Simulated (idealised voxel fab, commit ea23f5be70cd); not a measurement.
A process module follows: voxel spacer lines.
For reference, the cross-section in this document is cut, with width 300 nm and square cells of 5 nm.
How to read a cross-section here: the picture is a grid of square cells, written as bands going from the top down, and any band can span one or more rows of cells. For a band, the entry starts with two heights in nm, that of the top and then that of the bottom, and carries on with the band's materials in order from left to right, each alongside its width in nm; the word "edge to edge" beside a single material means it fills the band edge to edge, and "air" means empty space. Heads up on the height convention: 0 is the point under which the incoming wafer is all one material, and the lowest band has no bottom, it just keeps going down, like "top 0, no bottom". Width "30->40": first value at the band's top row of cells, second value at its bottom row, equal change from row to row. "no alteration" after a step means that no cell of the cross-section changed. "Tabulated closed voids" lists enclosed empty spaces (at least 8 cells, no open path upward to the top), each as width x height at distance from the left edge, in nm. Formally, on a step line, whatever follows the settings is a remark that the simulator itself makes on the step. A step line may carry the setting "overlay nm", which, for steps involving a mask, states the distance by which the mask lay to the right of its intended position; negative values denote displacement to the left.
Set out below are the planned steps of the process:
1,RECEIVE [material Si]
2,CONFORMAL_DEP [material Al2O3] [thk nm 10]
3,DIRECTIONAL_DEP [material polySi] [thk nm 15]
4,DIRECTIONAL_DEP [material aC] [thk nm 30]
5,PATTERN [tone cover] [mask id MANDREL] [material resist] [width nm 15] [pitch nm 50] [thk nm 40] [overlay nm 0]
6,DIRECTIONAL_ETCH [etch materials aC] [depth nm 30]
7,STRIP [etch materials resist]
8,CONFORMAL_DEP [material SiO2] [thk nm 10]
9,DIRECTIONAL_ETCH [etch materials SiO2] [depth nm 10]
10,STRIP [etch materials aC]
11,DIRECTIONAL_ETCH [etch materials polySi] [depth nm 15]
12,STRIP [etch materials SiO2]
Cross-section of the wafer upon arrival, representing the state reached after step 1:
> top 0, no bottom = Si edge to edge
> Tabulated closed voids: none
Cross-section: first of two wafers, module finished, run according to plan:
> top 25, bottom 10 = 105 nm air, then 10 nm polySi, then 15 nm air, then 10 nm polySi, then 15 nm air, then 10 nm polySi, then 15 nm air, then 10 nm polySi, then 110 nm air
> top 10, bottom 0 = Al2O3 edge to edge
> top 0, no bottom = Si edge to edge
> Tabulated closed voids: none
Second wafer through the module, sectioned at the end: same beginning and same plan as the first wafer, with one mistake in carrying it out:
> top 25, bottom 10 = 95 nm air, then 10 nm polySi, then 15 nm air, then 10 nm polySi, then 15 nm air, then 10 nm polySi, then 15 nm air, then 10 nm polySi, then 120 nm air
> top 10, bottom 0 = Al2O3 edge to edge
> top 0, no bottom = Si edge to edge
> Tabulated closed voids: none
The plan and the run diverged here: off-plan run, step 5, actual operation and settings PATTERN [tone cover] [mask id MANDREL] [material resist] [width nm 15] [pitch nm 50] [thk nm 40] [overlay nm -10]
By the end, you'd get the same cell count for each material on either wafer, but the second wafer puts them somewhere else.
